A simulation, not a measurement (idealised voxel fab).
voxel capacitor over wiring: a process module
Displayed cross-section: cut, width of 175 nm, square cells sized 5 nm.
A cross-section is a grid of square cells, given in bands from the top down. A band is one or more rows of cells.
Look at the band entry: it leads with the top's height and the bottom's height in nm. Then it lists the materials left to right, with a width in nm for each. The word "all across" on a single material says that material fills the band edge to edge. The word "air" is empty space.
Convention: height 0 is the level below which the wafer, as received, is all one material. The lowest band does not terminate at the bottom but continues downward, represented as "0 nm and below".
The width entry "30->40" should be interpreted row by row: the top row of cells in the band takes the first number, the bottom row takes the second number, and the change between adjacent rows is uniform throughout.
Basically "no modification" means that step didn't change any cell in the cross-section.
For the entry "Unvented voids", the listed items are empty spaces with no open way to the top whose size is 8 cells or more; each item follows the pattern width x height at distance, where distance is from the left edge and all three are in nm.
That trailing text on a step's line, after the settings, is the simulator's own remark on the step.
What "overlay nm" on a step's line means: if the step has a mask, that mask lay this far to the right of its planned place, or, when the value is negative, to the left.

### Set out below are the planned steps of the process
step 1: RECEIVE, material Si
step 2: CONFORMAL_DEP, material SiO2, thk nm 10
step 3: DIRECTIONAL_DEP, material TiN, thk nm 5
step 4: DIRECTIONAL_DEP, material W, thk nm 15
step 5: PATTERN, tone cover, mask id METAL_1, material resist, width nm 25, pitch nm 75, thk nm 20, overlay nm 0
step 6: DIRECTIONAL_ETCH, etch materials W, depth nm 15
step 7: DIRECTIONAL_ETCH, etch materials TiN, depth nm 5
step 8: STRIP, etch materials resist
step 9: CONFORMAL_DEP, material SiCN, thk nm 5
step 10: FILL_DEP, material lowk, thk nm 5
step 11: CMP, height nm 30
step 12: CONFORMAL_DEP, material SiCN, thk nm 5
step 13: DIRECTIONAL_DEP, material lowk, thk nm 10
step 14: DIRECTIONAL_DEP, material aC, thk nm 15
step 15: PATTERN, tone open, mask id PLUG_1, material resist, width nm 15, thk nm 35, overlay nm 0
step 16: DIRECTIONAL_ETCH, etch materials aC, depth nm 15
step 17: STRIP, etch materials resist
step 18: DIRECTIONAL_ETCH, etch materials lowk, depth nm 10
step 19: DIRECTIONAL_ETCH, etch materials SiCN, depth nm 5
step 20: STRIP, etch materials aC
step 21: EPI, material Ru, thk nm 10
step 22: EPI, material Ru, thk nm 5
step 23: DIRECTIONAL_DEP, material TiN, thk nm 5
step 24: DIRECTIONAL_DEP, material Al2O3, thk nm 5
step 25: DIRECTIONAL_DEP, material TiN, thk nm 5
step 26: MASKED_ETCH, tone cover, mask id UPPER_PLATE, width nm 55, etch materials TiN, depth nm 5, overlay nm 0
step 27: MASKED_ETCH, tone cover, mask id UPPER_PLATE, width nm 55, etch materials Al2O3, depth nm 5, overlay nm 0
step 28: PATTERN, tone cover, mask id LOWER_PLATE, material resist, width nm 65, thk nm 20, overlay nm 0
step 29: DIRECTIONAL_ETCH, etch materials TiN, depth nm 5
step 30: STRIP, etch materials resist
step 31: FILL_DEP, material SiO2, thk nm 20
step 32: CMP, height nm 75
step 33: PATTERN, tone open, mask id PLUG_2, material resist, width nm 15, thk nm 20, overlay nm 0
step 34: DIRECTIONAL_ETCH, etch materials SiO2, depth nm 15
step 35: STRIP, etch materials resist
step 36: CONFORMAL_DEP, material TiN, thk nm 5
step 37: FILL_DEP, material W, thk nm 5
step 38: CMP, height nm 75
step 39: CONFORMAL_DEP, material SiCN, thk nm 5

### Wafer cross-section on receipt, i.e. after step 1
> 0 nm and below  Si all across
> Unvented voids: none

### Sectioned view, first of two wafers, at the close of the module, processed as intended in the plan
> 80 nm to 75 nm  SiCN all across
> 75 nm to 65 nm  SiO2: 55 / TiN: 5 / W: 5 / TiN: 5 / SiO2: 105
> 65 nm to 55 nm  SiO2: 55->45 / TiN: 15->55 / SiO2: 105->75
> 55 nm to 50 nm  SiO2: 45 / Al2O3: 55 / SiO2: 75
> 50 nm to 45 nm  SiO2: 40 / TiN: 65 / SiO2: 70
> 45 nm to 35 nm  lowk: 45 / Ru: 15 / lowk: 115
> 35 nm to 30 nm  SiCN: 45 / Ru: 15 / SiCN: 115
> 30 nm to 15 nm  lowk: 30 / SiCN: 5 / W: 25 / SiCN: 5 / lowk: 40 / SiCN: 5 / W: 25 / SiCN: 5 / lowk: 35
> 15 nm to 10 nm  SiCN: 35 / TiN: 25 / SiCN: 50 / TiN: 25 / SiCN: 40
> 10 nm to 0 nm  SiO2 all across
> 0 nm and below  Si all across
> Unvented voids: none

### Same start, same plan as the first wafer - but one mistake in the run. Cross-section of the second of the two at the end of the module
> 80 nm to 75 nm  SiCN all across
> 75 nm to 65 nm  SiO2: 55 / TiN: 5 / W: 5 / TiN: 5 / SiO2: 105
> 65 nm to 55 nm  SiO2: 55->45 / TiN: 15->55 / SiO2: 105->75
> 55 nm to 50 nm  SiO2: 40 / TiN: 65 / SiO2: 70
> 50 nm to 45 nm  TiN all across
> 45 nm to 35 nm  lowk: 45 / Ru: 15 / lowk: 115
> 35 nm to 30 nm  SiCN: 45 / Ru: 15 / SiCN: 115
> 30 nm to 15 nm  lowk: 30 / SiCN: 5 / W: 25 / SiCN: 5 / lowk: 40 / SiCN: 5 / W: 25 / SiCN: 5 / lowk: 35
> 15 nm to 10 nm  SiCN: 35 / TiN: 25 / SiCN: 50 / TiN: 25 / SiCN: 40
> 10 nm to 0 nm  SiO2 all across
> 0 nm and below  Si all across
> Unvented voids: none
Where did the run depart from the plan? step 24 changed vs plan, executed as DIRECTIONAL_DEP, material TiN, thk nm 5
The final cell counts differ between the wafers, with the second having more or fewer of some materials than the first: 11 fewer of Al2O3, 24 fewer of SiO2, 35 more of TiN
